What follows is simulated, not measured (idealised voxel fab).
Presented below is a process module, voxel self aligned vias.
It is cross-section cut that appears here, measuring 190 nm in width, its square cells being 5 nm in size.
A cross-section in this document is a grid of square cells, and it is written down as bands, the top band listed before the ones below it; a band is made up of one or more rows of cells.
Heads up on the band format: heights come first, top then bottom, in nm. After that it's the materials left to right, each with its width in nm. A single material flagged "full width" fills the whole band edge to edge, and "air" means there's empty space there.
Height reference: 0 = level under which incoming wafer is all one material. Lowest band: no bottom, runs on downward, e.g. "0 -> down".
Note: "30->40" means the width goes from the first number (top row of the band) to the second number (bottom row) in equal steps per row of cells.
"nothing changed", as given for a step, is the statement that not any cell of the cross-section underwent a change during that step.
Entry "Enclosed cavity list" = empty spaces >= 8 cells with no open way to the top; each as width x height at distance, distance from left edge, all nm.
If you see something after the settings on a step's line, that's the simulator's own remark about that step.
For masked steps, "overlay nm" on the step line gives how far right of plan the mask actually lay; a minus sign means it lay to the left.
-- Below is the list of planned process steps
1 RECEIVE (material Si)
2 CONFORMAL_DEP (material SiO2; thk nm 10)
3 CONFORMAL_DEP (material SiCN; thk nm 5)
4 DIRECTIONAL_DEP (material lowk; thk nm 30)
5 DIRECTIONAL_DEP (material aC; thk nm 10)
6 PATTERN (tone open; mask id LINES; material resist; width nm 30; pitch nm 80; thk nm 25; overlay nm 0)
7 DIRECTIONAL_ETCH (etch materials aC; depth nm 10)
8 STRIP (etch materials resist)
9 DIRECTIONAL_ETCH (etch materials lowk; depth nm 30)
10 STRIP (etch materials aC)
11 CONFORMAL_DEP (material TiN; thk nm 5)
12 FILL_DEP (material Ru; thk nm 5)
13 CMP (height nm 45)
14 SELECTIVE_ETCH (etch materials W Ru TiN; depth nm 10)
15 FILL_DEP (material SiN; thk nm 5)
16 CMP (height nm 45)
17 DIRECTIONAL_DEP (material lowk; thk nm 20)
18 DIRECTIONAL_DEP (material aC; thk nm 10)
19 PATTERN (tone open; mask id VIAS; material resist; width nm 50; pitch nm 80; thk nm 25; overlay nm 0)
20 DIRECTIONAL_ETCH (etch materials aC; depth nm 10)
21 STRIP (etch materials resist)
22 DIRECTIONAL_ETCH (etch materials lowk; depth nm 20)
23 DIRECTIONAL_ETCH (etch materials SiN; depth nm 10)
24 STRIP (etch materials aC)
25 CONFORMAL_DEP (material TiN; thk nm 5)
26 FILL_DEP (material W; thk nm 5)
27 CMP (height nm 65)
28 CONFORMAL_DEP (material SiCN; thk nm 5)
-- Wafer as received: cross-section following step 1
  0 -> down: Si full width
  Enclosed cavity list: none
-- Wafer at module end, in section. Began as above, planned as above, run with one mistake
  70 -> 65: SiCN full width
  65 -> 50: 30 nm lowk | 5 nm TiN | 40 nm W | 5 nm TiN | 30 nm lowk | 5 nm TiN | 40 nm W | 5 nm TiN | 30 nm lowk
  50 -> 45: 30 nm lowk | 15 nm TiN | 20 nm W | 15 nm TiN | 30 nm lowk | 15 nm TiN | 20 nm W | 15 nm TiN | 30 nm lowk
  45 -> 40: 40 nm lowk | 30 nm TiN | 50 nm lowk | 30 nm TiN | 40 nm lowk
  40 -> 35: 40 nm lowk | 30 nm SiN | 50 nm lowk | 30 nm SiN | 40 nm lowk
  35 -> 20: 40 nm lowk | 5 nm TiN | 20 nm Ru | 5 nm TiN | 50 nm lowk | 5 nm TiN | 20 nm Ru | 5 nm TiN | 40 nm lowk
  20 -> 15: 40 nm lowk | 30 nm TiN | 50 nm lowk | 30 nm TiN | 40 nm lowk
  15 -> 10: SiCN full width
  10 -> 0: SiO2 full width
  0 -> down: Si full width
  Enclosed cavity list: none
Here's what went sideways: step 23 ran as: DIRECTIONAL_ETCH (etch materials SiN; depth nm 5)
